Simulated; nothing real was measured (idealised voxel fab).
The name of this process module is voxel double patterning.
Shown is cross-section cut, with a width of 195 nm and square cells of size 5 nm.
Bands, listed from the top down, are how a cross-section gets written in this document; the cross-section itself is a grid of square cells, and a band is one or more rows of them. Heights first: top, then bottom, in nm. Then materials, left to right, each with a width in nm. "all across" on a single material: fills the band edge to edge. "empty": empty space. All heights in this document are referenced to 0, defined as the level beneath which the wafer, as received, consists entirely of one material. The lowest band is not bounded below; it extends indefinitely downward and is written in the form "z 0 and below". The notation "30..40" denotes a width that varies across the rows of cells in the band, beginning at the first number in the top row, finishing at the second number in the bottom row, and changing by an identical amount from each row to the next. Step marked "same as before"? Then no cell in the cross-section changed in it. Any empty space of 8 cells or more lacking an open way to the top shows up in "Completely sealed voids" as width x height at distance, distance from the left edge, in nm. Where a step's line continues beyond its settings, the continuation is a remark by the simulator itself on that step. overlay nm: mask right of planned place by this much (step with mask). Neg. = left.

Process steps - plan
1) RECEIVE (material Si)
2) CONFORMAL_DEP (material SiO2; thk nm 5)
3) DIRECTIONAL_DEP (material polySi; thk nm 10)
4) DIRECTIONAL_DEP (material SiCN; thk nm 10)
5) MASKED_ETCH (tone open; mask id FIRST; width nm 15; pitch nm 50; etch materials SiCN; depth nm 10; overlay nm 0)
6) PATTERN (tone open; mask id SECOND; material resist; width nm 15; thk nm 15; overlay nm 0)
7) DIRECTIONAL_ETCH (etch materials SiCN; depth nm 5)
8) STRIP (etch materials resist)
9) DIRECTIONAL_ETCH (etch materials polySi; depth nm 10)
10) STRIP (etch materials SiCN)
All wafers enter the flow in the same state. The depth nm at step 7 differs from wafer to wafer, and the plan gives the value for the first wafer.

Cut through the first of several wafers as received, post step 1
z 0 and below = Si all across
Completely sealed voids: none

Cross-section of the first of several wafers once the module has run through its last step, step 10
z 15 to 5 = 65 polySi, 15 empty, 35 polySi, 15 empty, 65 polySi
z 5 to 0 = SiO2 all across
z 0 and below = Si all across
Completely sealed voids: none

At the end of the module, the last of several wafers in cross-section
z 15 to 5 = 65 polySi, 15 empty, 10 polySi, 15 empty, 10 polySi, 15 empty, 65 polySi
z 5 to 0 = SiO2 all across
z 0 and below = Si all across
Completely sealed voids: none

Per-wafer rows below. For each material: cells gained (+) or lost (-) since the wafer was received, as of end of module. Then: closed voids
depth nm 5 | +39 SiO2 | +66 polySi | Completely sealed voids: none
depth nm 10 | +39 SiO2 | +60 polySi | Completely sealed voids: none
depth nm 15 | +39 SiO2 | +60 polySi | Completely sealed voids: none
depth nm 20 | +39 SiO2 | +60 polySi | Completely sealed voids: none
depth nm 25 | +39 SiO2 | +60 polySi | Completely sealed voids: none
